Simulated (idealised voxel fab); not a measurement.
Herein follows the process module entitled voxel self aligned vias.
300 nm wide, 5 nm square cells: that's cross-section cut.
We lay out every cross-section as a grid of square cells and spell it out in bands from the top down, where one band means one or more rows of cells. Basically the band line says how high the top is and how high the bottom is, in nm, and then what's in it from left to right, every material with its width in nm. Empty space shows up as "air", and if a single material carries "everywhere" it runs the full band edge to edge. We count height from 0. Below that, the starting wafer is all one material. The lowest band never ends at the bottom but goes on down; see "0 nm and below" for how that is written. Width: "30..40" (first number = top row, second number = bottom row, same change from row to row of cells). Reading "everything unchanged" for a step: not a cell of the cross-section changed in it. What "Enclosed internal cavities" gives you is every empty space of 8 cells or more that is cut off from the top. Each appears as width x height at distance, with the distance taken from the left edge and width, height and distance all in nm. Where a step's line continues beyond its settings, the continuation is a remark by the simulator itself on that step. overlay nm: right-of-plan distance of the mask on a masked step; negative values mean left-of-plan.
# The process steps that were planned are listed below
- 1: RECEIVE with material Si
- 2: CONFORMAL_DEP with material SiO2, thk nm 10
- 3: CONFORMAL_DEP with material SiCN, thk nm 5
- 4: DIRECTIONAL_DEP with material SiO2, thk nm 30
- 5: DIRECTIONAL_DEP with material aC, thk nm 15
- 6: PATTERN with tone open, mask id LINES, material resist, width nm 20, pitch nm 55, thk nm 30, overlay nm 0
- 7: DIRECTIONAL_ETCH with etch materials aC, depth nm 15
- 8: STRIP with etch materials resist
- 9: DIRECTIONAL_ETCH with etch materials SiO2, depth nm 30
- 10: STRIP with etch materials aC
- 11: CONFORMAL_DEP with material TiN, thk nm 5
- 12: FILL_DEP with material Ru, thk nm 10
- 13: CMP with height nm 45
- 14: SELECTIVE_ETCH with etch materials W Ru TiN, depth nm 5
- 15: FILL_DEP with material SiN, thk nm 5
- 16: CMP with height nm 45
- 17: DIRECTIONAL_DEP with material SiO2, thk nm 15
- 18: MASKED_ETCH with tone open, mask id VIAS, width nm 30, pitch nm 55, etch materials SiO2, depth nm 15, overlay nm 0
- 19: MASKED_ETCH with tone open, mask id VIAS, width nm 30, pitch nm 55, etch materials SiN, depth nm 5, overlay nm 0
- 20: CONFORMAL_DEP with material TiN, thk nm 5
- 21: FILL_DEP with material Cu, thk nm 5
- 22: CMP with height nm 60
- 23: CONFORMAL_DEP with material SiCN, thk nm 5
# Shown in cross-section is the wafer as received, that is, as it stands after step 1
* 0 nm and below: Si everywhere
* Enclosed internal cavities: none
# Result of the module, cross-sectioned: start per above, plan per above, one error in how it was run
* 65 nm to 60 nm: SiCN everywhere
* 60 nm to 45 nm: 80 nm SiO2, 5 nm TiN, 20 nm Cu, 5 nm TiN, 25 nm SiO2, 5 nm TiN, 20 nm Cu, 5 nm TiN, 25 nm SiO2, 5 nm TiN, 20 nm Cu, 5 nm TiN, 80 nm SiO2
* 45 nm to 40 nm: 80 nm SiN, 30 nm TiN, 25 nm SiN, 30 nm TiN, 25 nm SiN, 30 nm TiN, 80 nm SiN
* 40 nm to 35 nm: 90 nm TiN, 10 nm Ru, 45 nm TiN, 10 nm Ru, 45 nm TiN, 10 nm Ru, 90 nm TiN
* 35 nm to 10 nm: 85 nm SiO2, 5 nm TiN, 10 nm Ru, 5 nm TiN, 35 nm SiO2, 5 nm TiN, 10 nm Ru, 5 nm TiN, 35 nm SiO2, 5 nm TiN, 10 nm Ru, 5 nm TiN, 85 nm SiO2
* 10 nm to 5 nm: 85 nm SiO2, 20 nm TiN, 35 nm SiO2, 20 nm TiN, 35 nm SiO2, 20 nm TiN, 85 nm SiO2
* 5 nm to 0 nm: SiCN everywhere
* 0 nm and below: Si everywhere
* Enclosed internal cavities: none
Error vs. plan: step 2 was left out
